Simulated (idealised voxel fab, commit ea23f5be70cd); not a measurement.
This section sets out a process module, namely voxel wiring stack.
Section cut is 280 nm wide and gridded with 5 nm square cells.
Cross-sections here: square-cell grids, written as top-down lists of bands, a band being one or more rows of cells.
Read a band's entry like this: the first values are the height of its top and the height of its bottom in nm, and what follows is the sequence of materials from left to right, each with its width in nm. Note that "blank" is empty space, and that a single material marked "full width" reaches across the band from edge to edge.
Height reference: 0 = level under which incoming wafer is all one material. Lowest band: no bottom, runs on downward, e.g. "0..down".
The expression "30->40" gives the width at the extremes of the band, the first number at its top row of cells and the second at its bottom row, with the width changing by equal amounts from each row to the next in between.
A step reported as "remained unchanged" is a step in which no cell of the cross-section changed.
The entry "Closed void catalog" lists the empty spaces that cover at least 8 cells and have no open path to the top. Each is written as width x height at distance, where the distance is measured from the left edge and all three values are in nm.
Anything after a step's settings on that line? It's the simulator's own note about the step.
A step line may carry the setting "overlay nm", which, for steps involving a mask, states the distance by which the mask lay to the right of its intended position; negative values denote displacement to the left.

## Process steps foreseen in the plan
step 1: RECEIVE, material Si
step 2: CONFORMAL_DEP, material SiO2, thk nm 10
step 3: DIRECTIONAL_DEP, material TiN, thk nm 5
step 4: DIRECTIONAL_DEP, material W, thk nm 15
step 5: MASKED_ETCH, tone cover, mask id METAL_1, width nm 20, pitch nm 40, etch materials W, depth nm 15, overlay nm 0
step 6: MASKED_ETCH, tone cover, mask id METAL_1, width nm 20, pitch nm 40, etch materials TiN, depth nm 5, overlay nm 0
step 7: CONFORMAL_DEP, material SiCN, thk nm 5
step 8: FILL_DEP, material lowk, thk nm 5
step 9: CMP, height nm 30
step 10: CONFORMAL_DEP, material SiCN, thk nm 5
step 11: DIRECTIONAL_DEP, material lowk, thk nm 25
step 12: DIRECTIONAL_DEP, material aC, thk nm 10
step 13: PATTERN, tone open, mask id METAL_2_HOLES, material resist, width nm 15, pitch nm 80, thk nm 30, overlay nm 0
step 14: DIRECTIONAL_ETCH, etch materials aC, depth nm 10
step 15: STRIP, etch materials resist
step 16: DIRECTIONAL_ETCH, etch materials lowk, depth nm 25
step 17: STRIP, etch materials aC
step 18: PATTERN, tone open, mask id METAL_2, material resist, width nm 20, pitch nm 40, thk nm 15, overlay nm 0
step 19: DIRECTIONAL_ETCH, etch materials lowk, depth nm 15
step 20: DIRECTIONAL_ETCH, etch materials SiCN, depth nm 5
step 21: STRIP, etch materials resist
step 22: CONFORMAL_DEP, material TiN, thk nm 5
step 23: FILL_DEP, material Ru, thk nm 10
step 24: CMP, height nm 60
step 25: CONFORMAL_DEP, material SiCN, thk nm 5

## What follows covers the first of two wafers; it ran as planned

## As-received state of the wafer in cross-section, equivalent to post-step 1
* 0..down = Si full width
* Closed void catalog: none

## Cross-section of the wafer after step 2
* 10..0 = SiO2 full width
* For the remainder of the cross-section, below 0, there is no change.

## Cross-section of the wafer after step 3
* 15..10 = TiN full width
* For the remainder of the cross-section, below 10, there is no change.

## Cross-section of the wafer after step 4
* 30..15 = W full width
* For the remainder of the cross-section, below 15, there is no change.

## Cross-section of the wafer after step 5
* 30..15 = blank 70; W 20; blank 20; W 20; blank 20; W 20; blank 20; W 20; blank 70
* For the remainder of the cross-section, below 15, there is no change.

## Cross-section of the wafer after step 6
* 30..15 = blank 70; W 20; blank 20; W 20; blank 20; W 20; blank 20; W 20; blank 70
* 15..10 = blank 70; TiN 20; blank 20; TiN 20; blank 20; TiN 20; blank 20; TiN 20; blank 70
* For the remainder of the cross-section, below 10, there is no change.

## Cross-section of the wafer after step 7
* 35..30 = blank 65; SiCN 30; blank 10; SiCN 30; blank 10; SiCN 30; blank 10; SiCN 30; blank 65
* 30..15 = blank 65; SiCN 5; W 20; SiCN 5; blank 10; SiCN 5; W 20; SiCN 5; blank 10; SiCN 5; W 20; SiCN 5; blank 10; SiCN 5; W 20; SiCN 5; blank 65
* 15..10 = SiCN 70; TiN 20; SiCN 20; TiN 20; SiCN 20; TiN 20; SiCN 20; TiN 20; SiCN 70
* For the remainder of the cross-section, below 10, there is no change.

## Cross-section of the wafer after step 8
* 40..35 = lowk full width
* 35..30 = lowk 65; SiCN 30; lowk 10; SiCN 30; lowk 10; SiCN 30; lowk 10; SiCN 30; lowk 65
* 30..15 = lowk 65; SiCN 5; W 20; SiCN 5; lowk 10; SiCN 5; W 20; SiCN 5; lowk 10; SiCN 5; W 20; SiCN 5; lowk 10; SiCN 5; W 20; SiCN 5; lowk 65
* For the remainder of the cross-section, below 15, there is no change.

## Cross-section of the wafer after step 9
* 30..15 = lowk 65; SiCN 5; W 20; SiCN 5; lowk 10; SiCN 5; W 20; SiCN 5; lowk 10; SiCN 5; W 20; SiCN 5; lowk 10; SiCN 5; W 20; SiCN 5; lowk 65
* For the remainder of the cross-section, below 15, there is no change.

## Cross-section of the wafer after step 10
* 35..30 = SiCN full width
* For the remainder of the cross-section, below 30, there is no change.

## Cross-section of the wafer after step 11
* 60..35 = lowk full width
* For the remainder of the cross-section, below 35, there is no change.

## Cross-section of the wafer after step 12
* 70..60 = aC full width
* For the remainder of the cross-section, below 60, there is no change.

## Cross-section of the wafer after step 13
* 100..70 = resist 70; blank 15; resist 65; blank 15; resist 115
* For the remainder of the cross-section, below 70, there is no change.

## Cross-section of the wafer after step 14
* 90..70 = resist 70; blank 15; resist 65; blank 15; resist 115
* 70..60 = aC 70; blank 15; aC 65; blank 15; aC 115
* For the remainder of the cross-section, below 60, there is no change.

## Cross-section of the wafer after step 15
* 70..60 = aC 70; blank 15; aC 65; blank 15; aC 115
* For the remainder of the cross-section, below 60, there is no change.

## Cross-section of the wafer after step 16
* 70..60 = aC 70; blank 15; aC 65; blank 15; aC 115
* 60..35 = lowk 70; blank 15; lowk 65; blank 15; lowk 115
* For the remainder of the cross-section, below 35, there is no change.

## Cross-section of the wafer after step 17
* 60..35 = lowk 70; blank 15; lowk 65; blank 15; lowk 115
* For the remainder of the cross-section, below 35, there is no change.

## Cross-section of the wafer after step 18
* 75..60 = resist 70; blank 20; resist 20; blank 20; resist 20; blank 20; resist 20; blank 20; resist 70
* For the remainder of the cross-section, below 60, there is no change.

## Cross-section of the wafer after step 19
* 75..60 = resist 70; blank 20; resist 20; blank 20; resist 20; blank 20; resist 20; blank 20; resist 70
* 60..45 = lowk 70; blank 20; lowk 20; blank 20; lowk 20; blank 20; lowk 20; blank 20; lowk 70
* For the remainder of the cross-section, below 45, there is no change.

## Cross-section of the wafer after step 20
* 75..60 = resist 70; blank 20; resist 20; blank 20; resist 20; blank 20; resist 20; blank 20; resist 70
* 60..45 = lowk 70; blank 20; lowk 20; blank 20; lowk 20; blank 20; lowk 20; blank 20; lowk 70
* 45..35 = lowk 70; blank 15; lowk 65; blank 15; lowk 115
* 35..30 = SiCN 70; blank 15; SiCN 65; blank 15; SiCN 115
* For the remainder of the cross-section, below 30, there is no change.

## Cross-section of the wafer after step 21
* 60..45 = lowk 70; blank 20; lowk 20; blank 20; lowk 20; blank 20; lowk 20; blank 20; lowk 70
* For the remainder of the cross-section, below 45, there is no change.

## Cross-section of the wafer after step 22
* 65..60 = TiN 75; blank 10; TiN 30; blank 10; TiN 30; blank 10; TiN 30; blank 10; TiN 75
* 60..50 = lowk 70; TiN 5; blank 10; TiN 5; lowk 20; TiN 5; blank 10; TiN 5; lowk 20; TiN 5; blank 10; TiN 5; lowk 20; TiN 5; blank 10; TiN 5; lowk 70
* 50..45 = lowk 70; TiN 5; blank 5; TiN 10; lowk 20; TiN 20; lowk 20; TiN 5; blank 5; TiN 10; lowk 20; TiN 20; lowk 70
* 45..35 = lowk 70; TiN 5; blank 5; TiN 5; lowk 65; TiN 5; blank 5; TiN 5; lowk 115
* 35..30 = SiCN 70; TiN 15; SiCN 65; TiN 15; SiCN 115
* For the remainder of the cross-section, below 30, there is no change.

## Cross-section of the wafer after step 23
* 75..65 = Ru full width
* 65..60 = TiN 75; Ru 10; TiN 30; Ru 10; TiN 30; Ru 10; TiN 30; Ru 10; TiN 75
* 60..50 = lowk 70; TiN 5; Ru 10; TiN 5; lowk 20; TiN 5; Ru 10; TiN 5; lowk 20; TiN 5; Ru 10; TiN 5; lowk 20; TiN 5; Ru 10; TiN 5; lowk 70
* 50..45 = lowk 70; TiN 5; Ru 5; TiN 10; lowk 20; TiN 20; lowk 20; TiN 5; Ru 5; TiN 10; lowk 20; TiN 20; lowk 70
* 45..35 = lowk 70; TiN 5; Ru 5; TiN 5; lowk 65; TiN 5; Ru 5; TiN 5; lowk 115
* For the remainder of the cross-section, below 35, there is no change.

## Cross-section of the wafer after step 24
* 60..50 = lowk 70; TiN 5; Ru 10; TiN 5; lowk 20; TiN 5; Ru 10; TiN 5; lowk 20; TiN 5; Ru 10; TiN 5; lowk 20; TiN 5; Ru 10; TiN 5; lowk 70
* For the remainder of the cross-section, below 50, there is no change.

## Cross-section of the wafer after step 25
* 65..60 = SiCN full width
* For the remainder of the cross-section, below 60, there is no change.

## The Second Wafer: Common Origin and Plan, One Mistake in Execution, Identical to the First Through Step 12

## Second wafer shown in cross-section at the time step 13 was slated to end
* 100..70 = blank 70; resist 15; blank 65; resist 15; blank 115
* For the remainder of the cross-section, below 70, there is no change.

## Second wafer shown in cross-section at the time step 14 was slated to end
* 90..70 = blank 70; resist 15; blank 65; resist 15; blank 115
* 70..60 = blank 70; aC 15; blank 65; aC 15; blank 115
* For the remainder of the cross-section, below 60, there is no change.

## Second wafer shown in cross-section at the time step 15 was slated to end
* 70..60 = blank 70; aC 15; blank 65; aC 15; blank 115
* For the remainder of the cross-section, below 60, there is no change.

## Second wafer shown in cross-section at the time step 16 was slated to end
* 70..60 = blank 70; aC 15; blank 65; aC 15; blank 115
* 60..35 = blank 70; lowk 15; blank 65; lowk 15; blank 115
* For the remainder of the cross-section, below 35, there is no change.

## Second wafer shown in cross-section at the time step 17 was slated to end
* 60..35 = blank 70; lowk 15; blank 65; lowk 15; blank 115
* For the remainder of the cross-section, below 35, there is no change.

## Second wafer shown in cross-section at the time step 18 was slated to end
* 75..60 = resist 70; blank 20; resist 20; blank 20; resist 20; blank 20; resist 20; blank 20; resist 70
* 60..35 = resist 70; lowk 15; blank 5; resist 20; blank 20; resist 20; lowk 15; blank 5; resist 20; blank 20; resist 70
* For the remainder of the cross-section, below 35, there is no change.

## Second wafer shown in cross-section at the time step 19 was slated to end
* 75..45 = resist 70; blank 20; resist 20; blank 20; resist 20; blank 20; resist 20; blank 20; resist 70
* For the remainder of the cross-section, below 45, there is no change.

## Second wafer shown in cross-section at the time step 20 was slated to end
* 75..45 = resist 70; blank 20; resist 20; blank 20; resist 20; blank 20; resist 20; blank 20; resist 70
* 45..35 = resist 70; lowk 15; blank 5; resist 20; blank 20; resist 20; lowk 15; blank 5; resist 20; blank 20; resist 70
* 35..30 = SiCN 85; blank 5; SiCN 20; blank 20; SiCN 35; blank 5; SiCN 20; blank 20; SiCN 70
* For the remainder of the cross-section, below 30, there is no change.

## Second wafer shown in cross-section at the time step 21 was slated to end
* 45..35 = blank 70; lowk 15; blank 65; lowk 15; blank 115
* For the remainder of the cross-section, below 35, there is no change.

## Second wafer shown in cross-section at the time step 22 was slated to end
* 50..45 = blank 65; TiN 25; blank 55; TiN 25; blank 110
* 45..40 = blank 65; TiN 5; lowk 15; TiN 5; blank 55; TiN 5; lowk 15; TiN 5; blank 110
* 40..35 = TiN 70; lowk 15; TiN 30; blank 10; TiN 25; lowk 15; TiN 30; blank 10; TiN 75
* 35..30 = SiCN 85; TiN 5; SiCN 20; TiN 20; SiCN 35; TiN 5; SiCN 20; TiN 20; SiCN 70
* For the remainder of the cross-section, below 30, there is no change.

## Second wafer shown in cross-section at the time step 23 was slated to end
* 60..50 = Ru full width
* 50..45 = Ru 65; TiN 25; Ru 55; TiN 25; Ru 110
* 45..40 = Ru 65; TiN 5; lowk 15; TiN 5; Ru 55; TiN 5; lowk 15; TiN 5; Ru 110
* 40..35 = TiN 70; lowk 15; TiN 30; Ru 10; TiN 25; lowk 15; TiN 30; Ru 10; TiN 75
* For the remainder of the cross-section, below 35, there is no change.

Second wafer shown in cross-section at the time step 24 was slated to end: remained unchanged

## Second wafer shown in cross-section at the time step 25 was slated to end
* 65..60 = SiCN full width
* For the remainder of the cross-section, below 60, there is no change.
what went wrong: off-plan run, step 13, actual operation and settings PATTERN, tone cover, mask id METAL_2_HOLES, material resist, width nm 15, pitch nm 80, thk nm 30, overlay nm 0
Materials where the second wafer ends with more or fewer cells than the first: Ru +186; SiCN -4; TiN +26; lowk -208
